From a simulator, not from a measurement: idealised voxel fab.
process module | voxel gate over fins
cross-section cut | 250 nm wide | cells 5 nm
A cross-section is a grid of square cells, given in bands from the top down. A band is one or more rows of cells.
Each band's line starts with the height of the band's top and of its bottom, in nm. Then come its materials from left to right, each with its width in nm. One material with "throughout" fills the band from edge to edge. "air" is empty space.
Height 0 is the level under which the wafer as received is all one material. The lowest band goes on downwards, as in "0 down".
A width such as "30 to 40" changes by the same amount from each row of cells to the next, from the band's top row to its bottom row.
"no change" after a step means that no cell of the cross-section changed.
closed voids: empty space of 8 cells or more with no open way to the top, each as width x height at its distance from the left edge, in nm
after a step's settings: what the simulator itself notes on the step
overlay nm, on a step with a mask: how far to the right of its planned place the mask lay; to the left if negative
plan
1 op RECEIVE | material Si
2 op CONFORMAL_DEP | material SiN | thk nm 5
3 op PATTERN | tone cover | mask id FINS | material resist | width nm 15 | pitch nm 35 | thk nm 20 | overlay nm 0
4 op DIRECTIONAL_ETCH | etch materials SiN | depth nm 5
5 op DIRECTIONAL_ETCH | etch materials Si | depth nm 30
6 op STRIP | etch materials resist
7 op FILL_DEP | material SiO2 | thk nm 10
8 op CMP | height nm 5
9 op SELECTIVE_ETCH | etch materials SiO2 | depth nm 15
10 op STRIP | etch materials SiN
11 op CONFORMAL_DEP | material HfO2 | thk nm 5
12 op CONFORMAL_DEP | material TiN | thk nm 5
13 op FILL_DEP | material W | thk nm 15
14 op CMP | height nm 20
15 op CONFORMAL_DEP | material SiN | thk nm 5
as received, after step 1
  0 down: Si throughout
  closed voids: none
a wafer at the end: this start, this plan, one mistake
  25 to 20: SiN throughout
  20 to 10: W throughout
  10 to 5: W 70 | HfO2 105 | W 75
  5 to 0: W 70 | HfO2 5 | TiN 25 | HfO2 10 | TiN 25 | HfO2 10 | TiN 25 | HfO2 5 | W 75
  0 to -5: HfO2 75 | TiN 5 | Si 15 | TiN 5 | HfO2 10 | TiN 5 | Si 15 | TiN 5 | HfO2 10 | TiN 5 | Si 15 | TiN 5 | HfO2 80
  -5 to -10: TiN 80 | Si 15 | TiN 20 | Si 15 | TiN 20 | Si 15 | TiN 85
  -10 to -30: SiO2 80 | Si 15 | SiO2 20 | Si 15 | SiO2 20 | Si 15 | SiO2 85
  -30 down: Si throughout
  closed voids: none
what went wrong: steps 11 and 12 were swapped
